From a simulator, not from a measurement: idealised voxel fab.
Process module heading - voxel wiring stack
Xsec cut, 180 nm wide, square cell size 5 nm.
Think of the cross-section as a grid of square cells. We describe it in bands, top to bottom, and each band covers one or more rows of those cells.
First you get the band's top height and its bottom height, in nm, and then the materials it's made of, left to right, with each width in nm. If you see a single material with "full width", that one covers the band edge to edge. "blank" is empty space.
Basically, 0 is our baseline, since under it the wafer straight out of the box is all one material. The bottom band has no lower end and keeps on going down, so it looks like "from 0 down".
Think of "30 to 40" as a width that walks from the first number to the second as you go down the band, top row to bottom row, taking equal-sized steps from row to row.
Step note "stayed the same" = no cross-section cell changed.
Unvented internal voids: empty space of 8 cells or more with no open way to the top, each as width x height at its distance from the left edge, in nm
Step line, after settings: the simulator's comment on this step.
The line of a step may include "overlay nm". On a step with a mask, this value is how far to the right of its planned place the mask lay. A negative value means the mask lay to the left.
## Intended process steps
1 RECEIVE,material Si
2 CONFORMAL_DEP,material SiO2,thk nm 10
3 DIRECTIONAL_DEP,material TiN,thk nm 5
4 DIRECTIONAL_DEP,material W,thk nm 15
5 DIRECTIONAL_DEP,material aC,thk nm 15
6 PATTERN,tone cover,mask id METAL_1,material resist,width nm 20,pitch nm 45,thk nm 30,overlay nm 0
7 DIRECTIONAL_ETCH,etch materials aC,depth nm 15
8 STRIP,etch materials resist
9 DIRECTIONAL_ETCH,etch materials W,depth nm 15
10 DIRECTIONAL_ETCH,etch materials TiN,depth nm 5
11 STRIP,etch materials aC
12 FILL_DEP,material SiO2,thk nm 10
13 CMP,height nm 30
14 CONFORMAL_DEP,material SiCN,thk nm 5
15 DIRECTIONAL_DEP,material lowk,thk nm 35
16 DIRECTIONAL_DEP,material aC,thk nm 15
17 PATTERN,tone open,mask id METAL_2_HOLES,material resist,width nm 15,thk nm 35,overlay nm 0
18 DIRECTIONAL_ETCH,etch materials aC,depth nm 15
19 STRIP,etch materials resist
20 DIRECTIONAL_ETCH,etch materials lowk,depth nm 35
21 STRIP,etch materials aC
22 DIRECTIONAL_DEP,material aC,thk nm 15
23 PATTERN,tone open,mask id METAL_2,material resist,width nm 20,pitch nm 45,thk nm 30,overlay nm -15
24 DIRECTIONAL_ETCH,etch materials aC,depth nm 15
25 STRIP,etch materials resist
26 DIRECTIONAL_ETCH,etch materials lowk,depth nm 20
27 DIRECTIONAL_ETCH,etch materials SiCN,depth nm 5
28 STRIP,etch materials aC
29 CONFORMAL_DEP,material TiN,thk nm 5
30 FILL_DEP,material Cu,thk nm 5
31 CMP,height nm 70
32 CONFORMAL_DEP,material SiN,thk nm 5
Variable across wafers: step 23 overlay nm (plan value is that of the first wafer; starting state common to all).
## first wafer as received, after step 1
  from 0 down | Si full width
  Unvented internal voids: none
## Table: wafers, a row each; end-of-module cell change per material since receipt, gain (+), loss (-); then closed voids
overlay nm -15 | +21 Cu | +35 SiCN | +36 SiN | +184 SiO2 | +37 TiN | +24 W | +203 lowk | Unvented internal voids: none
overlay nm -10 | +18 Cu | +34 SiCN | +36 SiN | +184 SiO2 | +37 TiN | +24 W | +207 lowk | Unvented internal voids: none
overlay nm -5 | +16 Cu | +33 SiCN | +36 SiN | +184 SiO2 | +36 TiN | +24 W | +211 lowk | Unvented internal voids: none
overlay nm 0 | +16 Cu | +33 SiCN | +36 SiN | +184 SiO2 | +36 TiN | +24 W | +211 lowk | Unvented internal voids: none
overlay nm 5 | +18 Cu | +34 SiCN | +36 SiN | +184 SiO2 | +37 TiN | +24 W | +207 lowk | Unvented internal voids: none
overlay nm 10 | +21 Cu | +35 SiCN | +36 SiN | +184 SiO2 | +37 TiN | +24 W | +203 lowk | Unvented internal voids: none
overlay nm 15 | +24 Cu | +36 SiCN | +36 SiN | +184 SiO2 | +37 TiN | +24 W | +199 lowk | Unvented internal voids: none
